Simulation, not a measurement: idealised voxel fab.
voxel self aligned vias: a process module
Square cell edge 5 nm, section width 240 nm, ID cut.
How to read a cross-section here: the picture is a grid of square cells, written as bands going from the top down, and any band can span one or more rows of cells. For a band, the entry starts with two heights in nm, that of the top and then that of the bottom, and carries on with the band's materials in order from left to right, each alongside its width in nm; the word "throughout" beside a single material means it fills the band edge to edge, and "blank" means empty space. Heights are measured from 0, the level below which the as-received wafer is all one material; the lowest band has no bottom and continues downward, written as in "0 -> down". A width given as "30..40" starts at the first number in the band's top row and ends at the second number in its bottom row, shifting by an equal amount at every step from row to row. "no change occurred" for a step: no cell of the cross-section changed in that step. The entry "Enclosed void entries" lists the empty spaces that cover at least 8 cells and have no open path to the top. Each is written as width x height at distance, where the distance is measured from the left edge and all three values are in nm. Heads up: the bit after the settings on a step's line is the simulator's remark on that step. overlay nm: how far to the right of its planned place the mask lay on this masked step (negative: to the left).
Set out below are the planned steps of the process
1) RECEIVE with material Si
2) CONFORMAL_DEP with material SiO2, thk nm 10
3) CONFORMAL_DEP with material SiCN, thk nm 5
4) DIRECTIONAL_DEP with material lowk, thk nm 25
5) PATTERN with tone open, mask id LINES, material resist, width nm 25, pitch nm 60, thk nm 20, overlay nm 0
6) DIRECTIONAL_ETCH with etch materials lowk, depth nm 25
7) STRIP with etch materials resist
8) CONFORMAL_DEP with material TiN, thk nm 5
9) FILL_DEP with material W, thk nm 5
10) CMP with height nm 40
11) SELECTIVE_ETCH with etch materials W Ru TiN, depth nm 10
12) FILL_DEP with material SiN, thk nm 10
13) CMP with height nm 40
14) DIRECTIONAL_DEP with material lowk, thk nm 20
15) DIRECTIONAL_DEP with material aC, thk nm 10
16) PATTERN with tone open, mask id VIAS, material resist, width nm 45, pitch nm 120, thk nm 30, overlay nm 0
17) DIRECTIONAL_ETCH with etch materials aC, depth nm 10
18) STRIP with etch materials resist
19) DIRECTIONAL_ETCH with etch materials lowk, depth nm 20
20) DIRECTIONAL_ETCH with etch materials SiN, depth nm 10
21) STRIP with etch materials aC
22) CONFORMAL_DEP with material TiN, thk nm 5
23) FILL_DEP with material Cu, thk nm 5
24) CMP with height nm 60
25) CONFORMAL_DEP with material SiN, thk nm 5
as received, after step 1
  0 -> down  Si throughout
  Enclosed void entries: none
Looking at the first of two wafers in cross-section at end of module - ran to plan
  65 -> 60  SiN throughout
  60 -> 45  lowk 35 / TiN 5 / Cu 35 / TiN 5 / lowk 75 / TiN 5 / Cu 35 / TiN 5 / lowk 40
  45 -> 40  lowk 35 / TiN 15 / Cu 15 / TiN 15 / lowk 75 / TiN 15 / Cu 15 / TiN 15 / lowk 40
  40 -> 35  lowk 45 / TiN 5 / Cu 15 / TiN 5 / lowk 35 / SiN 25 / lowk 35 / TiN 5 / Cu 15 / TiN 5 / lowk 50
  35 -> 30  lowk 45 / TiN 25 / lowk 35 / SiN 25 / lowk 35 / TiN 25 / lowk 50
  30 -> 20  lowk 45 / TiN 5 / W 15 / TiN 5 / lowk 35 / TiN 5 / W 15 / TiN 5 / lowk 35 / TiN 5 / W 15 / TiN 5 / lowk 50
  20 -> 15  lowk 45 / TiN 25 / lowk 35 / TiN 25 / lowk 35 / TiN 25 / lowk 50
  15 -> 10  SiCN throughout
  10 -> 0  SiO2 throughout
  0 -> down  Si throughout
  Enclosed void entries: none
End-of-module cross-section of the second wafer: identical starting point and process plan to the first, with one processing mistake
  65 -> 60  SiN throughout
  60 -> 40  lowk 35 / TiN 5 / Cu 35 / TiN 5 / lowk 75 / TiN 5 / Cu 35 / TiN 5 / lowk 40
  40 -> 35  SiN 35 / TiN 15 / Cu 15 / TiN 15 / SiN 75 / TiN 15 / Cu 15 / TiN 15 / SiN 40
  35 -> 30  lowk 45 / TiN 25 / lowk 35 / SiN 25 / lowk 35 / TiN 25 / lowk 50
  30 -> 15  lowk 45 / TiN 5 / W 15 / TiN 5 / lowk 35 / TiN 5 / W 15 / TiN 5 / lowk 35 / TiN 5 / W 15 / TiN 5 / lowk 50
  15 -> 10  lowk 45 / TiN 25 / lowk 35 / TiN 25 / lowk 35 / TiN 25 / lowk 50
  10 -> 0  SiO2 throughout
  0 -> down  Si throughout
  Enclosed void entries: none
Here's what went sideways: the plan's step 3 went unexecuted, having been skipped
Final cells, second wafer relative to first, materials higher or lower: Cu +8; SiCN -48; SiN +25; TiN +6; W +9
